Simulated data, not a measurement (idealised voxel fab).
Documented hereafter: the process module known as voxel self aligned contacts.
Square cell edge 5 nm, section width 225 nm, ID cut.
Throughout this document, each cross-section is represented as a grid of square cells and is presented as a sequence of bands enumerated from the top downward, where a band comprises one or more rows of cells.
Heads up on the band format: heights come first, top then bottom, in nm. After that it's the materials left to right, each with its width in nm. A single material flagged "full width" fills the whole band edge to edge, and "blank" means there's empty space there.
Heights are reckoned from 0. Under this level, the received wafer is all of one material. The bottommost band is open-ended downward, for example "0 and below".
Width: "30..40" (first number = top row, second number = bottom row, same change from row to row of cells).
"no modification" -> step changed no cross-section cell.
Enclosed voids (no open way to top), threshold 8 cells or more, entry "Enclosed void inventory", notation width x height at distance, distance from left edge, nm.
That trailing text on a step's line, after the settings, is the simulator's own remark on the step.
overlay nm: mask right of planned place by this much (step with mask). Neg. = left.

Set out below are the planned steps of the process:
| 1 | RECEIVE (material Si) |
| 2 | OXIDIZE (depth nm 5) |
| 3 | DIRECTIONAL_DEP (material polySi; thk nm 30) |
| 4 | DIRECTIONAL_DEP (material SiN; thk nm 20) |
| 5 | PATTERN (tone cover; mask id GATE; material resist; width nm 35; pitch nm 70; thk nm 20; overlay nm 0) |
| 6 | DIRECTIONAL_ETCH (etch materials SiN; depth nm 20) |
| 7 | DIRECTIONAL_ETCH (etch materials polySi; depth nm 30) |
| 8 | STRIP (etch materials resist) |
| 9 | CONFORMAL_DEP (material SiN; thk nm 5) |
| 10 | DIRECTIONAL_ETCH (etch materials SiN; depth nm 5) |
| 11 | FILL_DEP (material SiO2; thk nm 20) |
| 12 | CMP (height nm 60) |
| 13 | DIRECTIONAL_DEP (material aC; thk nm 10) |
| 14 | PATTERN (tone open; mask id CONTACT; material resist; width nm 55; pitch nm 70; thk nm 25; overlay nm 0) |
| 15 | DIRECTIONAL_ETCH (etch materials aC; depth nm 10) |
| 16 | STRIP (etch materials resist) |
| 17 | DIRECTIONAL_ETCH (etch materials SiO2; depth nm 65) |
| 18 | STRIP (etch materials aC) |
| 19 | CONFORMAL_DEP (material TiN; thk nm 5) |
| 20 | FILL_DEP (material W; thk nm 5) |
| 21 | CMP (height nm 60) |
| 22 | CONFORMAL_DEP (material SiN; thk nm 5) |

Wafer as received: cross-section following step 1:
    0 and below = Si full width
    Enclosed void inventory: none

End state of the module in cross-section, given the above starting point and plan and one mistake in execution:
    65 down to 60 = SiN full width
    60 down to 50 = SiO2 55 | TiN 5..15 | W 35..15 | TiN 5..15 | SiO2 25 | TiN 5..15 | W 35..15 | TiN 5..15 | SiO2 55
    50 down to 30 = SiO2 20 | SiN 45 | TiN 5 | W 15 | TiN 5 | SiN 45 | TiN 5 | W 15 | TiN 5 | SiN 45 | SiO2 20
    30 down to 0 = SiO2 20 | SiN 5 | polySi 35 | SiN 5 | TiN 5 | W 15 | TiN 5 | SiN 5 | polySi 35 | SiN 5 | TiN 5 | W 15 | TiN 5 | SiN 5 | polySi 35 | SiN 5 | SiO2 20
    0 down to -5 = SiO2 65 | TiN 25 | SiO2 45 | TiN 25 | SiO2 65
    -5 and below = Si full width
    Enclosed void inventory: none
Against the plan, the run slipped here: step 14, actual vs plan mismatch, actual run PATTERN (tone open; mask id CONTACT; material resist; width nm 45; pitch nm 70; thk nm 25; overlay nm 0)
